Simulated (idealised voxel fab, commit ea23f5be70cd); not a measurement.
Name of the process module below: voxel capacitor over wiring
For reference, the cross-section in this document is cut, with width 290 nm and square cells of 5 nm.
In this document a cross-section is written as a grid of square cells. It is given as a series of bands, listed from the top down, and a band is one or more rows of cells. It is stipulated that each band's entry specify, in nanometres, the height of the top of the band and then that of its bottom, followed by the materials of the band in left-to-right sequence, each together with its width in nanometres. A single material marked by the word "edge to edge" is understood to fill the band from edge to edge; the word "blank" is understood to denote empty space. Heights are expressed relative to 0, this being the level below which the as-received wafer comprises one material exclusively. The lowest band is unbounded in the downward direction and is denoted as in "0..down". Graded width ("30->40"): value in top row of band = first number; value in bottom row = second number; row-to-row change constant. Given "identical to before" for a step, no cell of the cross-section differs between before and after that step. "Voids lacking openings" - sealed voids, min. 8 cells, no opening to top; format: width x height at distance (distance from left edge; nm throughout). after a step's settings: what the simulator itself notes on the step. The optional step-line setting "overlay nm" applies to steps with a mask and quantifies how far to the right of its planned location the mask lay, a negative value indicating leftward placement. Every pair from here on: before one process step, after it. The after cross-section reaches only to the lowest band that changed. Below the pair: the step in between and its settings. Pairs can belong to different runs of this module on the same starting wafer; a pair carries on from the pair above only if the entry headed "Preceding state" says so.

Preceding state:
  65..60: TiN edge to edge
  60..45: SiO2 95, then TiN 5, then W 5, then TiN 5, then SiO2 180
  45..40: SiCN 95, then TiN 15, then SiCN 180
  40..35: SiCN 85, then TiN 25, then SiCN 70, then TiN 25, then SiCN 85
  35..10: Ru edge to edge
  10..0: SiO2 edge to edge
  0..down: Si edge to edge
  Voids lacking openings: none

State After Step:
  70..65: SiN edge to edge
  For the remainder of the cross-section, below 65, there is no change.
  Voids lacking openings: none
The two cross-sections above are separated by a single process step, namely DIRECTIONAL_DEP | material SiN | thk nm 5

Preceding state: no separate figure, the pair right above already shows it after its step.

State After Step:
  75..70: TiN edge to edge
  For the remainder of the cross-section, below 70, there is no change.
  Voids lacking openings: none
The two cross-sections above are separated by a single process step, namely DIRECTIONAL_DEP | material TiN | thk nm 5

Preceding state: no separate figure, the pair right above already shows it after its step.

State After Step:
  85..75: aC edge to edge
  For the remainder of the cross-section, below 75, there is no change.
  Voids lacking openings: none
The two cross-sections above are separated by a single process step, namely DIRECTIONAL_DEP | material aC | thk nm 10

Preceding state: no separate figure, the pair right above already shows it after its step.

State After Step:
  110..85: blank 95, then resist 75, then blank 120
  For the remainder of the cross-section, below 85, there is no change.
  Voids lacking openings: none
The two cross-sections above are separated by a single process step, namely PATTERN | tone cover | mask id UPPER_PLATE | material resist | width nm 75 | thk nm 25 | overlay nm 0

Preceding state: no separate figure, the pair right above already shows it after its step.

State After Step:
  100..85: blank 95, then resist 75, then blank 120
  85..75: blank 95, then aC 75, then blank 120
  For the remainder of the cross-section, below 75, there is no change.
  Voids lacking openings: none
The two cross-sections above are separated by a single process step, namely DIRECTIONAL_ETCH | etch materials aC | depth nm 10

Preceding state: no separate figure, the pair right above already shows it after its step.

State After Step:
  85..75: blank 95, then aC 75, then blank 120
  For the remainder of the cross-section, below 75, there is no change.
  Voids lacking openings: none
The two cross-sections above are separated by a single process step, namely STRIP | etch materials resist

Preceding state: no separate figure, the pair right above already shows it after its step.

State After Step:
  85..75: blank 95, then aC 75, then blank 120
  75..70: blank 95, then TiN 75, then blank 120
  For the remainder of the cross-section, below 70, there is no change.
  Voids lacking openings: none
The two cross-sections above are separated by a single process step, namely DIRECTIONAL_ETCH | etch materials TiN | depth nm 5

Preceding state: no separate figure, the pair right above already shows it after its step.

State After Step:
  85..75: blank 95, then aC 75, then blank 120
  75..70: blank 95, then TiN 75, then blank 120
  70..65: blank 95, then SiN 75, then blank 120
  For the remainder of the cross-section, below 65, there is no change.
  Voids lacking openings: none
The two cross-sections above are separated by a single process step, namely DIRECTIONAL_ETCH | etch materials SiN | depth nm 5

Preceding state: no separate figure, the pair right above already shows it after its step.

State After Step:
  75..70: blank 95, then TiN 75, then blank 120
  For the remainder of the cross-section, below 70, there is no change.
  Voids lacking openings: none
The two cross-sections above are separated by a single process step, namely STRIP | etch materials aC

Preceding state: no separate figure, the pair right above already shows it after its step.

State After Step:
  75..70: blank 95, then TiN 75, then blank 120
  70..65: blank 95, then SiN 75, then blank 120
  65..60: blank 90, then TiN 85, then blank 115
  For the remainder of the cross-section, below 60, there is no change.
  Voids lacking openings: none
The two cross-sections above are separated by a single process step, namely MASKED_ETCH | tone cover | mask id LOWER_PLATE | width nm 85 | etch materials TiN | depth nm 5 | overlay nm 0

Preceding state: no separate figure, the pair right above already shows it after its step.

State After Step:
  90..75: SiO2 edge to edge
  75..70: SiO2 95, then TiN 75, then SiO2 120
  70..65: SiO2 95, then SiN 75, then SiO2 120
  65..60: SiO2 90, then TiN 85, then SiO2 115
  For the remainder of the cross-section, below 60, there is no change.
  Voids lacking openings: none
The two cross-sections above are separated by a single process step, namely FILL_DEP | material SiO2 | thk nm 15

Preceding state: no separate figure, the pair right above already shows it after its step.

State After Step:
  85..75: SiO2 edge to edge
  For the remainder of the cross-section, below 75, there is no change.
  Voids lacking openings: none
The two cross-sections above are separated by a single process step, namely CMP | height nm 85

Preceding state: no separate figure, the pair right above already shows it after its step.

State After Step:
  100..85: aC edge to edge
  For the remainder of the cross-section, below 85, there is no change.
  Voids lacking openings: none
The two cross-sections above are separated by a single process step, namely DIRECTIONAL_DEP | material aC | thk nm 15

Preceding state: no separate figure, the pair right above already shows it after its step.

State After Step:
  130..100: resist 105, then blank 15, then resist 170
  For the remainder of the cross-section, below 100, there is no change.
  Voids lacking openings: none
The two cross-sections above are separated by a single process step, namely PATTERN | tone open | mask id PLUG_2 | material resist | width nm 15 | thk nm 30 | overlay nm 0

Preceding state: no separate figure, the pair right above already shows it after its step.

State After Step:
  115..100: resist 105, then blank 15, then resist 170
  100..85: aC 105, then blank 15, then aC 170
  For the remainder of the cross-section, below 85, there is no change.
  Voids lacking openings: none
The two cross-sections above are separated by a single process step, namely DIRECTIONAL_ETCH | etch materials aC | depth nm 15

Preceding state: no separate figure, the pair right above already shows it after its step.

State After Step:
  100..85: aC 105, then blank 15, then aC 170
  For the remainder of the cross-section, below 85, there is no change.
  Voids lacking openings: none
The two cross-sections above are separated by a single process step, namely STRIP | etch materials resist

Preceding state: no separate figure, the pair right above already shows it after its step.

State After Step:
  100..85: aC 105, then blank 15, then aC 170
  85..75: SiO2 105, then blank 15, then SiO2 170
  For the remainder of the cross-section, below 75, there is no change.
  Voids lacking openings: none
The two cross-sections above are separated by a single process step, namely DIRECTIONAL_ETCH | etch materials SiO2 | depth nm 10

Preceding state: no separate figure, the pair right above already shows it after its step.

State After Step:
  85..75: SiO2 105, then blank 15, then SiO2 170
  For the remainder of the cross-section, below 75, there is no change.
  Voids lacking openings: none
The two cross-sections above are separated by a single process step, namely STRIP | etch materials aC

Preceding state: no separate figure, the pair right above already shows it after its step.

State After Step:
  90..85: TiN 110, then blank 5, then TiN 175
  85..80: SiO2 105, then TiN 5, then blank 5, then TiN 5, then SiO2 170
  80..70: SiO2 105->95, then TiN 15->75, then SiO2 170->120
  For the remainder of the cross-section, below 70, there is no change.
  Voids lacking openings: none
The two cross-sections above are separated by a single process step, namely CONFORMAL_DEP | material TiN | thk nm 5

Preceding state: no separate figure, the pair right above already shows it after its step.

State After Step:
  95..90: W edge to edge
  90..85: TiN 110, then W 5, then TiN 175
  85..80: SiO2 105, then TiN 5, then W 5, then TiN 5, then SiO2 170
  For the remainder of the cross-section, below 80, there is no change.
  Voids lacking openings: none
The two cross-sections above are separated by a single process step, namely FILL_DEP | material W | thk nm 5

Preceding state: no separate figure, the pair right above already shows it after its step.

State After Step:
  85..80: SiO2 105, then TiN 5, then W 5, then TiN 5, then SiO2 170
  For the remainder of the cross-section, below 80, there is no change.
  Voids lacking openings: none
The two cross-sections above are separated by a single process step, namely CMP | height nm 85

Preceding state: no separate figure, the pair right above already shows it after its step.

State After Step:
  90..85: SiN edge to edge
  For the remainder of the cross-section, below 85, there is no change.
  Voids lacking openings: none
The two cross-sections above are separated by a single process step, namely CONFORMAL_DEP | material SiN | thk nm 5

Preceding state:
  55..45: SiO2 edge to edge
  45..40: SiO2 80, then SiCN 35, then SiO2 60, then SiCN 35, then SiO2 80
  40..15: SiO2 80, then SiCN 5, then Ru 25, then SiCN 5, then SiO2 60, then SiCN 5, then Ru 25, then SiCN 5, then SiO2 80
  15..10: SiCN 85, then TiN 25, then SiCN 70, then TiN 25, then SiCN 85
  10..0: SiO2 edge to edge
  0..down: Si edge to edge
  Voids lacking openings: none

State After Step:
  30..15: SiO2 80, then SiCN 5, then Ru 25, then SiCN 5, then SiO2 60, then SiCN 5, then Ru 25, then SiCN 5, then SiO2 80
  For the remainder of the cross-section, below 15, there is no change.
  Voids lacking openings: none
The two cross-sections above are separated by a single process step, namely CMP | height nm 30

Preceding state: no separate figure, the pair right above already shows it after its step.

State After Step:
  35..30: SiCN edge to edge
  For the remainder of the cross-section, below 30, there is no change.
  Voids lacking openings: none
The two cross-sections above are separated by a single process step, namely CONFORMAL_DEP | material SiCN | thk nm 5

Preceding state: no separate figure, the pair right above already shows it after its step.

State After Step:
  50..35: SiO2 edge to edge
  For the remainder of the cross-section, below 35, there is no change.
  Voids lacking openings: none
The two cross-sections above are separated by a single process step, namely DIRECTIONAL_DEP | material SiO2 | thk nm 15

Preceding state: no separate figure, the pair right above already shows it after its step.

State After Step:
  50..35: SiO2 95, then blank 15, then SiO2 180
  For the remainder of the cross-section, below 35, there is no change.
  Voids lacking openings: none
The two cross-sections above are separated by a single process step, namely MASKED_ETCH | tone open | mask id PLUG_1 | width nm 15 | etch materials SiO2 | depth nm 15 | overlay nm 0

Preceding state: no separate figure, the pair right above already shows it after its step.

State After Step:
  50..35: SiO2 95, then blank 15, then SiO2 180
  35..30: SiCN 95, then blank 15, then SiCN 180
  For the remainder of the cross-section, below 30, there is no change.
  Voids lacking openings: none
The two cross-sections above are separated by a single process step, namely MASKED_ETCH | tone open | mask id PLUG_1 | width nm 15 | etch materials SiCN | depth nm 5 | overlay nm 0

Preceding state: no separate figure, the pair right above already shows it after its step.

State After Step:
  55..50: TiN 100, then blank 5, then TiN 185
  50..35: SiO2 95, then TiN 5, then blank 5, then TiN 5, then SiO2 180
  35..30: SiCN 95, then TiN 15, then SiCN 180
  For the remainder of the cross-section, below 30, there is no change.
  Voids lacking openings: none
The two cross-sections above are separated by a single process step, namely CONFORMAL_DEP | material TiN | thk nm 5

Preceding state: no separate figure, the pair right above already shows it after its step.

State After Step:
  60..55: W edge to edge
  55..50: TiN 100, then W 5, then TiN 185
  50..35: SiO2 95, then TiN 5, then W 5, then TiN 5, then SiO2 180
  For the remainder of the cross-section, below 35, there is no change.
  Voids lacking openings: none
The two cross-sections above are separated by a single process step, namely FILL_DEP | material W | thk nm 5

Preceding state: no separate figure, the pair right above already shows it after its step.

State After Step:
  65..60: TiN edge to edge
  For the remainder of the cross-section, below 60, there is no change.
  Voids lacking openings: none
The two cross-sections above are separated by a single process step, namely DIRECTIONAL_DEP | material TiN | thk nm 5

Preceding state: no separate figure, the pair right above already shows it after its step.

State After Step:
  70..65: SiN edge to edge
  For the remainder of the cross-section, below 65, there is no change.
  Voids lacking openings: none
The two cross-sections above are separated by a single process step, namely DIRECTIONAL_DEP | material SiN | thk nm 5

Preceding state: no separate figure, the pair right above already shows it after its step.

State After Step:
  75..70: TiN edge to edge
  For the remainder of the cross-section, below 70, there is no change.
  Voids lacking openings: none
The two cross-sections above are separated by a single process step, namely DIRECTIONAL_DEP | material TiN | thk nm 5

Preceding state: no separate figure, the pair right above already shows it after its step.

State After Step:
  85..75: aC edge to edge
  For the remainder of the cross-section, below 75, there is no change.
  Voids lacking openings: none
The two cross-sections above are separated by a single process step, namely DIRECTIONAL_DEP | material aC | thk nm 10

Preceding state: no separate figure, the pair right above already shows it after its step.

State After Step:
  110..85: blank 95, then resist 75, then blank 120
  For the remainder of the cross-section, below 85, there is no change.
  Voids lacking openings: none
The two cross-sections above are separated by a single process step, namely PATTERN | tone cover | mask id UPPER_PLATE | material resist | width nm 75 | thk nm 25 | overlay nm 0

Preceding state: no separate figure, the pair right above already shows it after its step.

State After Step:
  100..85: blank 95, then resist 75, then blank 120
  85..75: blank 95, then aC 75, then blank 120
  For the remainder of the cross-section, below 75, there is no change.
  Voids lacking openings: none
The two cross-sections above are separated by a single process step, namely DIRECTIONAL_ETCH | etch materials aC | depth nm 10

Preceding state: no separate figure, the pair right above already shows it after its step.

State After Step:
  85..75: blank 95, then aC 75, then blank 120
  For the remainder of the cross-section, below 75, there is no change.
  Voids lacking openings: none
The two cross-sections above are separated by a single process step, namely STRIP | etch materials resist

Preceding state: no separate figure, the pair right above already shows it after its step.

State After Step:
  85..75: blank 95, then aC 75, then blank 120
  75..70: blank 95, then TiN 75, then blank 120
  For the remainder of the cross-section, below 70, there is no change.
  Voids lacking openings: none
The two cross-sections above are separated by a single process step, namely DIRECTIONAL_ETCH | etch materials TiN | depth nm 5

Preceding state: no separate figure, the pair right above already shows it after its step.

State After Step:
  85..75: blank 95, then aC 75, then blank 120
  75..70: blank 95, then TiN 75, then blank 120
  70..65: blank 95, then SiN 75, then blank 120
  For the remainder of the cross-section, below 65, there is no change.
  Voids lacking openings: none
The two cross-sections above are separated by a single process step, namely DIRECTIONAL_ETCH | etch materials SiN | depth nm 5

Preceding state: no separate figure, the pair right above already shows it after its step.

State After Step:
  75..70: blank 95, then TiN 75, then blank 120
  For the remainder of the cross-section, below 70, there is no change.
  Voids lacking openings: none
The two cross-sections above are separated by a single process step, namely STRIP | etch materials aC

Preceding state: no separate figure, the pair right above already shows it after its step.

State After Step:
  75..70: blank 95, then TiN 75, then blank 120
  70..65: blank 95, then SiN 75, then blank 120
  65..60: blank 90, then TiN 85, then blank 115
  For the remainder of the cross-section, below 60, there is no change.
  Voids lacking openings: none
The two cross-sections above are separated by a single process step, namely MASKED_ETCH | tone cover | mask id LOWER_PLATE | width nm 85 | etch materials TiN | depth nm 5 | overlay nm 0

Preceding state: no separate figure, the pair right above already shows it after its step.

State After Step:
  90..75: SiO2 edge to edge
  75..70: SiO2 95, then TiN 75, then SiO2 120
  70..65: SiO2 95, then SiN 75, then SiO2 120
  65..60: SiO2 90, then TiN 85, then SiO2 115
  For the remainder of the cross-section, below 60, there is no change.
  Voids lacking openings: none
The two cross-sections above are separated by a single process step, namely FILL_DEP | material SiO2 | thk nm 15

Preceding state: no separate figure, the pair right above already shows it after its step.

State After Step:
  85..75: SiO2 edge to edge
  For the remainder of the cross-section, below 75, there is no change.
  Voids lacking openings: none
The two cross-sections above are separated by a single process step, namely CMP | height nm 85

Preceding state: no separate figure, the pair right above already shows it after its step.

State After Step:
  100..85: aC edge to edge
  For the remainder of the cross-section, below 85, there is no change.
  Voids lacking openings: none
The two cross-sections above are separated by a single process step, namely DIRECTIONAL_DEP | material aC | thk nm 15

Preceding state: no separate figure, the pair right above already shows it after its step.

State After Step:
  130..100: resist 105, then blank 15, then resist 170
  For the remainder of the cross-section, below 100, there is no change.
  Voids lacking openings: none
The two cross-sections above are separated by a single process step, namely PATTERN | tone open | mask id PLUG_2 | material resist | width nm 15 | thk nm 30 | overlay nm 0

Preceding state: no separate figure, the pair right above already shows it after its step.

State After Step:
  115..100: resist 105, then blank 15, then resist 170
  100..85: aC 105, then blank 15, then aC 170
  For the remainder of the cross-section, below 85, there is no change.
  Voids lacking openings: none
The two cross-sections above are separated by a single process step, namely DIRECTIONAL_ETCH | etch materials aC | depth nm 15

Preceding state: no separate figure, the pair right above already shows it after its step.

State After Step:
  100..85: aC 105, then blank 15, then aC 170
  For the remainder of the cross-section, below 85, there is no change.
  Voids lacking openings: none
The two cross-sections above are separated by a single process step, namely STRIP | etch materials resist

Preceding state: no separate figure, the pair right above already shows it after its step.

State After Step:
  100..85: aC 105, then blank 15, then aC 170
  85..75: SiO2 105, then blank 15, then SiO2 170
  For the remainder of the cross-section, below 75, there is no change.
  Voids lacking openings: none
The two cross-sections above are separated by a single process step, namely DIRECTIONAL_ETCH | etch materials SiO2 | depth nm 10

Preceding state: no separate figure, the pair right above already shows it after its step.

State After Step:
  85..75: SiO2 105, then blank 15, then SiO2 170
  For the remainder of the cross-section, below 75, there is no change.
  Voids lacking openings: none
The two cross-sections above are separated by a single process step, namely STRIP | etch materials aC

Preceding state: no separate figure, the pair right above already shows it after its step.

State After Step:
  90..85: TiN 110, then blank 5, then TiN 175
  85..80: SiO2 105, then TiN 5, then blank 5, then TiN 5, then SiO2 170
  80..70: SiO2 105->95, then TiN 15->75, then SiO2 170->120
  For the remainder of the cross-section, below 70, there is no change.
  Voids lacking openings: none
The two cross-sections above are separated by a single process step, namely CONFORMAL_DEP | material TiN | thk nm 5

Preceding state: no separate figure, the pair right above already shows it after its step.

State After Step:
  95..90: W edge to edge
  90..85: TiN 110, then W 5, then TiN 175
  85..80: SiO2 105, then TiN 5, then W 5, then TiN 5, then SiO2 170
  For the remainder of the cross-section, below 80, there is no change.
  Voids lacking openings: none
The two cross-sections above are separated by a single process step, namely FILL_DEP | material W | thk nm 5

Preceding state: no separate figure, the pair right above already shows it after its step.

State After Step:
  85..80: SiO2 105, then TiN 5, then W 5, then TiN 5, then SiO2 170
  For the remainder of the cross-section, below 80, there is no change.
  Voids lacking openings: none
The two cross-sections above are separated by a single process step, namely CMP | height nm 85

Preceding state: no separate figure, the pair right above already shows it after its step.

State After Step:
  90..85: SiN edge to edge
  For the remainder of the cross-section, below 85, there is no change.
  Voids lacking openings: none
The two cross-sections above are separated by a single process step, namely CONFORMAL_DEP | material SiN | thk nm 5

Preceding state:
  85..75: aC edge to edge
  75..70: TiN edge to edge
  70..65: SiN edge to edge
  65..60: TiN edge to edge
  60..45: SiO2 95, then TiN 5, then W 5, then TiN 5, then SiO2 180
  45..40: SiCN 95, then TiN 15, then SiCN 180
  40..15: SiO2 80, then SiCN 5, then Ru 25, then SiCN 5, then SiO2 60, then SiCN 5, then Ru 25, then SiCN 5, then SiO2 80
  15..10: SiCN 85, then TiN 25, then SiCN 70, then TiN 25, then SiCN 85
  10..0: SiO2 edge to edge
  0..down: Si edge to edge
  Voids lacking openings: none

State After Step:
  110..85: blank 100, then resist 65, then blank 125
  For the remainder of the cross-section, below 85, there is no change.
  Voids lacking openings: none
The two cross-sections above are separated by a single process step, namely PATTERN | tone cover | mask id UPPER_PLATE | material resist | width nm 65 | thk nm 25 | overlay nm 0

Preceding state: no separate figure, the pair right above already shows it after its step.

State After Step:
  100..85: blank 100, then resist 65, then blank 125
  85..75: blank 100, then aC 65, then blank 125
  For the remainder of the cross-section, below 75, there is no change.
  Voids lacking openings: none
The two cross-sections above are separated by a single process step, namely DIRECTIONAL_ETCH | etch materials aC | depth nm 10

Preceding state: no separate figure, the pair right above already shows it after its step.

State After Step:
  85..75: blank 100, then aC 65, then blank 125
  For the remainder of the cross-section, below 75, there is no change.
  Voids lacking openings: none
The two cross-sections above are separated by a single process step, namely STRIP | etch materials resist

Preceding state: no separate figure, the pair right above already shows it after its step.

State After Step:
  85..75: blank 100, then aC 65, then blank 125
  75..70: blank 100, then TiN 65, then blank 125
  For the remainder of the cross-section, below 70, there is no change.
  Voids lacking openings: none
The two cross-sections above are separated by a single process step, namely DIRECTIONAL_ETCH | etch materials TiN | depth nm 5

Preceding state: no separate figure, the pair right above already shows it after its step.

State After Step:
  85..75: blank 100, then aC 65, then blank 125
  75..70: blank 100, then TiN 65, then blank 125
  70..65: blank 100, then SiN 65, then blank 125
  For the remainder of the cross-section, below 65, there is no change.
  Voids lacking openings: none
The two cross-sections above are separated by a single process step, namely DIRECTIONAL_ETCH | etch materials SiN | depth nm 5

Preceding state: no separate figure, the pair right above already shows it after its step.

State After Step:
  75..70: blank 100, then TiN 65, then blank 125
  For the remainder of the cross-section, below 70, there is no change.
  Voids lacking openings: none
The two cross-sections above are separated by a single process step, namely STRIP | etch materials aC

Preceding state: no separate figure, the pair right above already shows it after its step.

State After Step:
  75..70: blank 100, then TiN 65, then blank 125
  70..65: blank 100, then SiN 65, then blank 125
  65..60: blank 90, then TiN 85, then blank 115
  For the remainder of the cross-section, below 60, there is no change.
  Voids lacking openings: none
The two cross-sections above are separated by a single process step, namely MASKED_ETCH | tone cover | mask id LOWER_PLATE | width nm 85 | etch materials TiN | depth nm 5 | overlay nm 0

Preceding state: no separate figure, the pair right above already shows it after its step.

State After Step:
  90..75: SiO2 edge to edge
  75..70: SiO2 100, then TiN 65, then SiO2 125
  70..65: SiO2 100, then SiN 65, then SiO2 125
  65..60: SiO2 90, then TiN 85, then SiO2 115
  For the remainder of the cross-section, below 60, there is no change.
  Voids lacking openings: none
The two cross-sections above are separated by a single process step, namely FILL_DEP | material SiO2 | thk nm 15

Preceding state: no separate figure, the pair right above already shows it after its step.

State After Step:
  85..75: SiO2 edge to edge
  For the remainder of the cross-section, below 75, there is no change.
  Voids lacking openings: none
The two cross-sections above are separated by a single process step, namely CMP | height nm 85

Preceding state: no separate figure, the pair right above already shows it after its step.

State After Step:
  100..85: aC edge to edge
  For the remainder of the cross-section, below 85, there is no change.
  Voids lacking openings: none
The two cross-sections above are separated by a single process step, namely DIRECTIONAL_DEP | material aC | thk nm 15

Preceding state: no separate figure, the pair right above already shows it after its step.

State After Step:
  130..100: resist 105, then blank 15, then resist 170
  For the remainder of the cross-section, below 100, there is no change.
  Voids lacking openings: none
The two cross-sections above are separated by a single process step, namely PATTERN | tone open | mask id PLUG_2 | material resist | width nm 15 | thk nm 30 | overlay nm 0

Preceding state: no separate figure, the pair right above already shows it after its step.

State After Step:
  115..100: resist 105, then blank 15, then resist 170
  100..85: aC 105, then blank 15, then aC 170
  For the remainder of the cross-section, below 85, there is no change.
  Voids lacking openings: none
The two cross-sections above are separated by a single process step, namely DIRECTIONAL_ETCH | etch materials aC | depth nm 15

Preceding state: no separate figure, the pair right above already shows it after its step.

State After Step:
  100..85: aC 105, then blank 15, then aC 170
  For the remainder of the cross-section, below 85, there is no change.
  Voids lacking openings: none
The two cross-sections above are separated by a single process step, namely STRIP | etch materials resist

Preceding state: no separate figure, the pair right above already shows it after its step.

State After Step:
  100..85: aC 105, then blank 15, then aC 170
  85..75: SiO2 105, then blank 15, then SiO2 170
  For the remainder of the cross-section, below 75, there is no change.
  Voids lacking openings: none
The two cross-sections above are separated by a single process step, namely DIRECTIONAL_ETCH | etch materials SiO2 | depth nm 10

Preceding state: no separate figure, the pair right above already shows it after its step.

State After Step:
  85..75: SiO2 105, then blank 15, then SiO2 170
  For the remainder of the cross-section, below 75, there is no change.
  Voids lacking openings: none
The two cross-sections above are separated by a single process step, namely STRIP | etch materials aC

Preceding state: no separate figure, the pair right above already shows it after its step.

State After Step:
  90..85: TiN 110, then blank 5, then TiN 175
  85..80: SiO2 105, then TiN 5, then blank 5, then TiN 5, then SiO2 170
  80..70: SiO2 105->100, then TiN 15->65, then SiO2 170->125
  For the remainder of the cross-section, below 70, there is no change.
  Voids lacking openings: none
The two cross-sections above are separated by a single process step, namely CONFORMAL_DEP | material TiN | thk nm 5

Preceding state: no separate figure, the pair right above already shows it after its step.

State After Step:
  95..90: W edge to edge
  90..85: TiN 110, then W 5, then TiN 175
  85..80: SiO2 105, then TiN 5, then W 5, then TiN 5, then SiO2 170
  For the remainder of the cross-section, below 80, there is no change.
  Voids lacking openings: none
The two cross-sections above are separated by a single process step, namely FILL_DEP | material W | thk nm 5

Preceding state: no separate figure, the pair right above already shows it after its step.

State After Step:
  85..80: SiO2 105, then TiN 5, then W 5, then TiN 5, then SiO2 170
  For the remainder of the cross-section, below 80, there is no change.
  Voids lacking openings: none
The two cross-sections above are separated by a single process step, namely CMP | height nm 85

Preceding state: no separate figure, the pair right above already shows it after its step.

State After Step:
  90..85: SiN edge to edge
  For the remainder of the cross-section, below 85, there is no change.
  Voids lacking openings: none
The two cross-sections above are separated by a single process step, namely CONFORMAL_DEP | material SiN | thk nm 5

Preceding state:
  75..70: blank 95, then TiN 75, then blank 120
  70..65: blank 95, then SiN 75, then blank 120
  65..60: TiN edge to edge
  60..45: SiO2 95, then TiN 5, then W 5, then TiN 5, then SiO2 180
  45..40: SiCN 95, then TiN 15, then SiCN 180
  40..15: SiO2 80, then SiCN 5, then Ru 25, then SiCN 5, then SiO2 60, then SiCN 5, then Ru 25, then SiCN 5, then SiO2 80
  15..10: SiCN 85, then TiN 25, then SiCN 70, then TiN 25, then SiCN 85
  10..0: SiO2 edge to edge
  0..down: Si edge to edge
  Voids lacking openings: none

State After Step:
  75..70: blank 100, then TiN 70, then blank 120
  70..65: blank 95, then SiN 75, then blank 120
  65..60: blank 95, then TiN 90, then blank 105
  For the remainder of the cross-section, below 60, there is no change.
  Voids lacking openings: none
The two cross-sections above are separated by a single process step, namely MASKED_ETCH | tone cover | mask id LOWER_PLATE | width nm 85 | etch materials TiN | depth nm 5 | overlay nm 10

Preceding state: no separate figure, the pair right above already shows it after its step.

State After Step:
  90..75: SiO2 edge to edge
  75..70: SiO2 100, then TiN 70, then SiO2 120
  70..65: SiO2 95, then SiN 75, then SiO2 120
  65..60: SiO2 95, then TiN 90, then SiO2 105
  For the remainder of the cross-section, below 60, there is no change.
  Voids lacking openings: none
The two cross-sections above are separated by a single process step, namely FILL_DEP | material SiO2 | thk nm 15

Preceding state: no separate figure, the pair right above already shows it after its step.

State After Step:
  85..75: SiO2 edge to edge
  For the remainder of the cross-section, below 75, there is no change.
  Voids lacking openings: none
The two cross-sections above are separated by a single process step, namely CMP | height nm 85

Preceding state: no separate figure, the pair right above already shows it after its step.

State After Step:
  100..85: aC edge to edge
  For the remainder of the cross-section, below 85, there is no change.
  Voids lacking openings: none
The two cross-sections above are separated by a single process step, namely DIRECTIONAL_DEP | material aC | thk nm 15

Preceding state: no separate figure, the pair right above already shows it after its step.

State After Step:
  130..100: resist 105, then blank 15, then resist 170
  For the remainder of the cross-section, below 100, there is no change.
  Voids lacking openings: none
The two cross-sections above are separated by a single process step, namely PATTERN | tone open | mask id PLUG_2 | material resist | width nm 15 | thk nm 30 | overlay nm 0

Preceding state: no separate figure, the pair right above already shows it after its step.

State After Step:
  115..100: resist 105, then blank 15, then resist 170
  100..85: aC 105, then blank 15, then aC 170
  For the remainder of the cross-section, below 85, there is no change.
  Voids lacking openings: none
The two cross-sections above are separated by a single process step, namely DIRECTIONAL_ETCH | etch materials aC | depth nm 15

Preceding state: no separate figure, the pair right above already shows it after its step.

State After Step:
  100..85: aC 105, then blank 15, then aC 170
  For the remainder of the cross-section, below 85, there is no change.
  Voids lacking openings: none
The two cross-sections above are separated by a single process step, namely STRIP | etch materials resist

Preceding state: no separate figure, the pair right above already shows it after its step.

State After Step:
  100..85: aC 105, then blank 15, then aC 170
  85..75: SiO2 105, then blank 15, then SiO2 170
  For the remainder of the cross-section, below 75, there is no change.
  Voids lacking openings: none
The two cross-sections above are separated by a single process step, namely DIRECTIONAL_ETCH | etch materials SiO2 | depth nm 10

Preceding state: no separate figure, the pair right above already shows it after its step.

State After Step:
  85..75: SiO2 105, then blank 15, then SiO2 170
  For the remainder of the cross-section, below 75, there is no change.
  Voids lacking openings: none
The two cross-sections above are separated by a single process step, namely STRIP | etch materials aC

Preceding state: no separate figure, the pair right above already shows it after its step.

State After Step:
  90..85: TiN 110, then blank 5, then TiN 175
  85..80: SiO2 105, then TiN 5, then blank 5, then TiN 5, then SiO2 170
  80..70: SiO2 105->100, then TiN 15->70, then SiO2 170->120
  For the remainder of the cross-section, below 70, there is no change.
  Voids lacking openings: none
The two cross-sections above are separated by a single process step, namely CONFORMAL_DEP | material TiN | thk nm 5

Preceding state: no separate figure, the pair right above already shows it after its step.

State After Step:
  95..90: W edge to edge
  90..85: TiN 110, then W 5, then TiN 175
  85..80: SiO2 105, then TiN 5, then W 5, then TiN 5, then SiO2 170
  For the remainder of the cross-section, below 80, there is no change.
  Voids lacking openings: none
The two cross-sections above are separated by a single process step, namely FILL_DEP | material W | thk nm 5

Preceding state: no separate figure, the pair right above already shows it after its step.

State After Step:
  85..80: SiO2 105, then TiN 5, then W 5, then TiN 5, then SiO2 170
  For the remainder of the cross-section, below 80, there is no change.
  Voids lacking openings: none
The two cross-sections above are separated by a single process step, namely CMP | height nm 85

Preceding state: no separate figure, the pair right above already shows it after its step.

State After Step:
  90..85: SiN edge to edge
  For the remainder of the cross-section, below 85, there is no change.
  Voids lacking openings: none
The two cross-sections above are separated by a single process step, namely CONFORMAL_DEP | material SiN | thk nm 5

Preceding state:
  10..0: SiO2 edge to edge
  0..down: Si edge to edge
  Voids lacking openings: none

State After Step:
  15..0: SiO2 edge to edge
  For the remainder of the cross-section, below 0, there is no change.
  Voids lacking openings: none
The two cross-sections above are separated by a single process step, namely DIRECTIONAL_DEP | material SiO2 | thk nm 5

Preceding state: no separate figure, the pair right above already shows it after its step.

State After Step:
  40..15: Ru edge to edge
  For the remainder of the cross-section, below 15, there is no change.
  Voids lacking openings: none
The two cross-sections above are separated by a single process step, namely DIRECTIONAL_DEP | material Ru | thk nm 25

Preceding state: no separate figure, the pair right above already shows it after its step.

State After Step:
  55..40: blank 85, then resist 25, then blank 70, then resist 25, then blank 85
  For the remainder of the cross-section, below 40, there is no change.
  Voids lacking openings: none
The two cross-sections above are separated by a single process step, namely PATTERN | tone cover | mask id METAL_1 | material resist | width nm 25 | pitch nm 95 | thk nm 15 | overlay nm 0

Preceding state: no separate figure, the pair right above already shows it after its step.

State After Step:
  55..40: blank 85, then resist 25, then blank 70, then resist 25, then blank 85
  40..15: blank 85, then Ru 25, then blank 70, then Ru 25, then blank 85
  For the remainder of the cross-section, below 15, there is no change.
  Voids lacking openings: none
The two cross-sections above are separated by a single process step, namely DIRECTIONAL_ETCH | etch materials Ru | depth nm 25

Preceding state: no separate figure, the pair right above already shows it after its step.

State After Step:
  40..15: blank 85, then Ru 25, then blank 70, then Ru 25, then blank 85
  For the remainder of the cross-section, below 15, there is no change.
  Voids lacking openings: none
The two cross-sections above are separated by a single process step, namely STRIP | etch materials resist
